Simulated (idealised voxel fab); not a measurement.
The name of this process module is voxel capacitor over wiring.
Pictured: cross-section cut, 240 nm wide, on a grid of 5 nm square cells.
Think of the cross-section as a grid of square cells. We describe it in bands, top to bottom, and each band covers one or more rows of those cells.
Heights first: top, then bottom, in nm. Then materials, left to right, each with a width in nm. "full width" on a single material: fills the band edge to edge. "air": empty space.
Height reference: 0 = level under which incoming wafer is all one material. Lowest band: no bottom, runs on downward, e.g. "0..down".
So if you see something like "30..40" for the width, read it as the top row of the band sitting at the first number and the bottom row at the second, with every row in between moving by the same amount as the last.
Any step labelled "left unchanged" changed none of the cells in the cross-section.
Entry "Sealed void listing". Content: empty spaces with no open connection to the top, size 8 cells or greater. Each: width x height at distance. Distance: from left edge. Unit: nm.
Formally, on a step line, whatever follows the settings is a remark that the simulator itself makes on the step.
overlay nm: right-of-plan distance of the mask on a masked step; negative values mean left-of-plan.
Listed below are the process steps as planned:
| 1 | RECEIVE, material Si |
| 2 | CONFORMAL_DEP, material SiO2, thk nm 15 |
| 3 | DIRECTIONAL_DEP, material TiN, thk nm 5 |
| 4 | DIRECTIONAL_DEP, material W, thk nm 15 |
| 5 | MASKED_ETCH, tone cover, mask id METAL_1, width nm 30, pitch nm 90, etch materials W, depth nm 15, overlay nm 0 |
| 6 | MASKED_ETCH, tone cover, mask id METAL_1, width nm 30, pitch nm 90, etch materials TiN, depth nm 5, overlay nm 0 |
| 7 | FILL_DEP, material SiO2, thk nm 5 |
| 8 | CMP, height nm 35 |
| 9 | CONFORMAL_DEP, material SiCN, thk nm 5 |
| 10 | DIRECTIONAL_DEP, material SiO2, thk nm 20 |
| 11 | DIRECTIONAL_DEP, material aC, thk nm 10 |
| 12 | PATTERN, tone open, mask id PLUG_1, material resist, width nm 15, thk nm 30, overlay nm 0 |
| 13 | DIRECTIONAL_ETCH, etch materials aC, depth nm 10 |
| 14 | STRIP, etch materials resist |
| 15 | DIRECTIONAL_ETCH, etch materials SiO2, depth nm 20 |
| 16 | DIRECTIONAL_ETCH, etch materials SiCN, depth nm 5 |
| 17 | STRIP, etch materials aC |
| 18 | EPI, material Ru, thk nm 10 |
| 19 | EPI, material Ru, thk nm 10 |
| 20 | EPI, material Ru, thk nm 5 |
| 21 | DIRECTIONAL_DEP, material TiN, thk nm 5 |
| 22 | DIRECTIONAL_DEP, material SiN, thk nm 5 |
| 23 | DIRECTIONAL_DEP, material TiN, thk nm 5 |
| 24 | MASKED_ETCH, tone cover, mask id UPPER_PLATE, width nm 65, etch materials TiN, depth nm 5, overlay nm 0 |
| 25 | MASKED_ETCH, tone cover, mask id UPPER_PLATE, width nm 65, etch materials SiN, depth nm 5, overlay nm 0 |
| 26 | MASKED_ETCH, tone cover, mask id LOWER_PLATE, width nm 75, etch materials TiN, depth nm 5, overlay nm 0 |
| 27 | FILL_DEP, material SiO2, thk nm 20 |
| 28 | CMP, height nm 90 |
| 29 | DIRECTIONAL_DEP, material aC, thk nm 10 |
| 30 | PATTERN, tone open, mask id PLUG_2, material resist, width nm 15, thk nm 30, overlay nm 0 |
| 31 | DIRECTIONAL_ETCH, etch materials aC, depth nm 10 |
| 32 | STRIP, etch materials resist |
| 33 | DIRECTIONAL_ETCH, etch materials SiO2, depth nm 15 |
| 34 | STRIP, etch materials aC |
| 35 | CONFORMAL_DEP, material TiN, thk nm 5 |
| 36 | FILL_DEP, material W, thk nm 5 |
| 37 | CMP, height nm 90 |
| 38 | CONFORMAL_DEP, material SiCN, thk nm 5 |
Cross-section of the wafer upon arrival, representing the state reached after step 1:
- 0..down  Si full width
- Sealed void listing: none
Starting wafer: above. Plan: above. Run: one mistake. Cross-section after the module: below:
- 95..90  SiCN full width
- 90..80  SiO2=85; TiN=5; W=5; TiN=5; SiO2=140
- 80..70  SiO2=85..75; TiN=15..65; SiO2=140..100
- 70..65  SiO2=75; SiN=65; SiO2=100
- 65..60  SiO2=70; TiN=75; SiO2=95
- 60..40  SiO2=75; Ru=15; SiO2=150
- 40..35  SiCN=75; Ru=15; SiCN=150
- 35..25  SiO2=60; W=30; SiO2=60; W=30; SiO2=60
- 25..20  SiO2=60; TiN=30; SiO2=60; TiN=30; SiO2=60
- 20..0  SiO2 full width
- 0..down  Si full width
- Sealed void listing: none
Short version of what went wrong: step 2 deviated from plan and actually ran as CONFORMAL_DEP, material SiO2, thk nm 20
